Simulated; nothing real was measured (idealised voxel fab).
process module | voxel quadruple lines
cross-section cut | 285 nm wide | cells 5 nm
A cross-section is a grid of square cells, given in bands from the top down. A band is one or more rows of cells.
Each band's line starts with the height of the band's top and of its bottom, in nm. Then come its materials from left to right, each with its width in nm. One material with "throughout" fills the band from edge to edge. "air" is empty space.
Height 0 is the level under which the wafer as received is all one material. The lowest band goes on downwards, as in "0 down".
A width such as "30 to 40" changes by the same amount from each row of cells to the next, from the band's top row to its bottom row.
"no change" after a step means that no cell of the cross-section changed.
closed voids: empty space of 8 cells or more with no open way to the top, each as width x height at its distance from the left edge, in nm
after a step's settings: what the simulator itself notes on the step
overlay nm, on a step with a mask: how far to the right of its planned place the mask lay; to the left if negative
plan
1 op RECEIVE | material Si
2 op CONFORMAL_DEP | material SiO2 | thk nm 10
3 op DIRECTIONAL_DEP | material TiN | thk nm 10
4 op DIRECTIONAL_DEP | material polySi | thk nm 15
5 op DIRECTIONAL_DEP | material aC | thk nm 25
6 op PATTERN | tone cover | mask id MANDREL | material resist | width nm 25 | thk nm 35 | overlay nm 0
7 op DIRECTIONAL_ETCH | etch materials aC | depth nm 25
8 op STRIP | etch materials resist
9 op CONFORMAL_DEP | material SiO2 | thk nm 15
10 op DIRECTIONAL_ETCH | etch materials SiO2 | depth nm 15
11 op STRIP | etch materials aC
12 op DIRECTIONAL_ETCH | etch materials polySi | depth nm 15
13 op STRIP | etch materials SiO2
14 op CONFORMAL_DEP | material SiN | thk nm 5
15 op DIRECTIONAL_ETCH | etch materials SiN | depth nm 5
16 op STRIP | etch materials polySi
17 op DIRECTIONAL_ETCH | etch materials TiN | depth nm 10
18 op STRIP | etch materials SiN
first wafer, as planned
as received, after step 1
  0 down: Si throughout
  closed voids: none
after step 2
  10 to 0: SiO2 throughout
  below 0: unchanged
after step 3
  20 to 10: TiN throughout
  below 10: unchanged
after step 4
  35 to 20: polySi throughout
  below 20: unchanged
after step 5
  60 to 35: aC throughout
  below 35: unchanged
after step 6
  95 to 60: air 130 | resist 25 | air 130
  below 60: unchanged
after step 7
  70 to 60: air 130 | resist 25 | air 130
  60 to 35: air 130 | aC 25 | air 130
  below 35: unchanged
after step 8
  60 to 35: air 130 | aC 25 | air 130
  below 35: unchanged
after step 9
  75 to 60: air 115 | SiO2 55 | air 115
  60 to 50: air 115 | SiO2 15 | aC 25 | SiO2 15 | air 115
  50 to 35: SiO2 130 | aC 25 | SiO2 130
  below 35: unchanged
after step 10
  60 to 35: air 115 | SiO2 15 | aC 25 | SiO2 15 | air 115
  below 35: unchanged
after step 11
  60 to 35: air 115 | SiO2 15 | air 25 | SiO2 15 | air 115
  below 35: unchanged
after step 12
  60 to 35: air 115 | SiO2 15 | air 25 | SiO2 15 | air 115
  35 to 20: air 115 | polySi 15 | air 25 | polySi 15 | air 115
  below 20: unchanged
after step 13
  35 to 20: air 115 | polySi 15 | air 25 | polySi 15 | air 115
  below 20: unchanged
after step 14
  40 to 35: air 110 | SiN 25 | air 15 | SiN 25 | air 110
  35 to 25: air 110 | SiN 5 | polySi 15 | SiN 5 | air 15 | SiN 5 | polySi 15 | SiN 5 | air 110
  25 to 20: SiN 115 | polySi 15 | SiN 25 | polySi 15 | SiN 115
  below 20: unchanged
after step 15
  35 to 20: air 110 | SiN 5 | polySi 15 | SiN 5 | air 15 | SiN 5 | polySi 15 | SiN 5 | air 110
  below 20: unchanged
after step 16
  35 to 20: air 110 | SiN 5 | air 15 | SiN 5 | air 15 | SiN 5 | air 15 | SiN 5 | air 110
  below 20: unchanged
after step 17
  35 to 20: air 110 | SiN 5 | air 15 | SiN 5 | air 15 | SiN 5 | air 15 | SiN 5 | air 110
  20 to 10: air 110 | TiN 5 | air 15 | TiN 5 | air 15 | TiN 5 | air 15 | TiN 5 | air 110
  below 10: unchanged
after step 18
  20 to 10: air 110 | TiN 5 | air 15 | TiN 5 | air 15 | TiN 5 | air 15 | TiN 5 | air 110
  below 10: unchanged
second wafer: like start, like plan, one mistake. Through step 5 it matches the first wafer
when step 6 should have ended
  95 to 60: resist 130 | air 25 | resist 130
  below 60: unchanged
when step 7 should have ended
  70 to 60: resist 130 | air 25 | resist 130
  60 to 35: aC 130 | air 25 | aC 130
  below 35: unchanged
when step 8 should have ended
  60 to 35: aC 130 | air 25 | aC 130
  below 35: unchanged
when step 9 should have ended
  75 to 60: SiO2 throughout
  60 to 35: aC 130 | SiO2 25 | aC 130
  below 35: unchanged
when step 10 should have ended
  60 to 35: aC 130 | SiO2 25 | aC 130
  below 35: unchanged
when step 11 should have ended
  60 to 35: air 130 | SiO2 25 | air 130
  below 35: unchanged
when step 12 should have ended
  60 to 35: air 130 | SiO2 25 | air 130
  35 to 20: air 130 | polySi 25 | air 130
  below 20: unchanged
when step 13 should have ended
  35 to 20: air 130 | polySi 25 | air 130
  below 20: unchanged
when step 14 should have ended
  40 to 35: air 125 | SiN 35 | air 125
  35 to 25: air 125 | SiN 5 | polySi 25 | SiN 5 | air 125
  25 to 20: SiN 130 | polySi 25 | SiN 130
  below 20: unchanged
when step 15 should have ended
  35 to 20: air 125 | SiN 5 | polySi 25 | SiN 5 | air 125
  below 20: unchanged
when step 16 should have ended
  35 to 20: air 125 | SiN 5 | air 25 | SiN 5 | air 125
  below 20: unchanged
when step 17 should have ended
  35 to 20: air 125 | SiN 5 | air 25 | SiN 5 | air 125
  20 to 10: air 125 | TiN 5 | air 25 | TiN 5 | air 125
  below 10: unchanged
when step 18 should have ended
  20 to 10: air 125 | TiN 5 | air 25 | TiN 5 | air 125
  below 10: unchanged
what went wrong: step 6 ran as: op PATTERN | tone open | mask id MANDREL | material resist | width nm 25 | thk nm 35 | overlay nm 0
at the end the second wafer has, in cells: 4 fewer of TiN
